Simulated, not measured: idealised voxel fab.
This section sets out a process module, namely voxel spacer lines.
The cross-section shown here is cut; it is 215 nm wide and divided into square cells measuring 5 nm on a side.
A cross-section in this document is a grid of square cells, and it is written down as bands, the top band listed before the ones below it; a band is made up of one or more rows of cells. Band: top and bottom heights (nm) first, top before bottom; then materials from left to right, widths in nm. "throughout" marks a sole material filling the band edge to edge. "air" denotes empty space. Note: height 0 marks the level under which the wafer is uniformly one material as received. Lowest band unbounded below, written "z 0 and below". It should be noted that a width expressed as "30->40" varies in equal increments from row to row of cells within the band, taking the value of the first number at the top row and that of the second number at the bottom row. Where a step carries "no change", the cross-section came out of it unchanged, cell for cell. Closed empty spaces (no open way to the top) of 8 cells or more are what "Enclosed void entries" lists, each as width x height at distance from the left edge, nm for all three. What comes after the settings on a step's line is commentary from the simulator itself on that step. overlay nm: mask offset rightward from planned place, masked step; negative means leftward offset.
plan:
1,RECEIVE (material Si)
2,CONFORMAL_DEP (material Al2O3; thk nm 10)
3,DIRECTIONAL_DEP (material SiN; thk nm 15)
4,DIRECTIONAL_DEP (material polySi; thk nm 30)
5,PATTERN (tone cover; mask id MANDREL; material resist; width nm 20; pitch nm 60; thk nm 35; overlay nm 0)
6,DIRECTIONAL_ETCH (etch materials polySi; depth nm 30)
7,STRIP (etch materials resist)
8,CONFORMAL_DEP (material SiO2; thk nm 10)
9,DIRECTIONAL_ETCH (etch materials SiO2; depth nm 10)
10,STRIP (etch materials polySi)
11,DIRECTIONAL_ETCH (etch materials SiN; depth nm 15)
12,STRIP (etch materials SiO2)
Incoming wafer in cross-section (state: after step 1):
  z 0 and below  Si throughout
  Enclosed void entries: none
Cross-sectional image of the first of two wafers at the end of the module, the run having proceeded as planned:
  z 25 to 10  55 air / 10 SiN / 20 air / 10 SiN / 20 air / 10 SiN / 20 air / 10 SiN / 60 air
  z 10 to 0  Al2O3 throughout
  z 0 and below  Si throughout
  Enclosed void entries: none
Presented here is a cross-section of the second of the two wafers as it stood at the end of the module. It was started in the same manner and assigned the same plan as the first wafer; however, one mistake was made in its execution:
  z 15 to 10  55 air / 10 SiN / 20 air / 10 SiN / 20 air / 10 SiN / 20 air / 10 SiN / 60 air
  z 10 to 0  Al2O3 throughout
  z 0 and below  Si throughout
  Enclosed void entries: none
Finding, execution versus plan: step 3, actual vs plan mismatch, actual run DIRECTIONAL_DEP (material SiN; thk nm 5)
Final tally in cells, some materials are higher or lower on the second wafer than on the first: SiN: 16 fewer
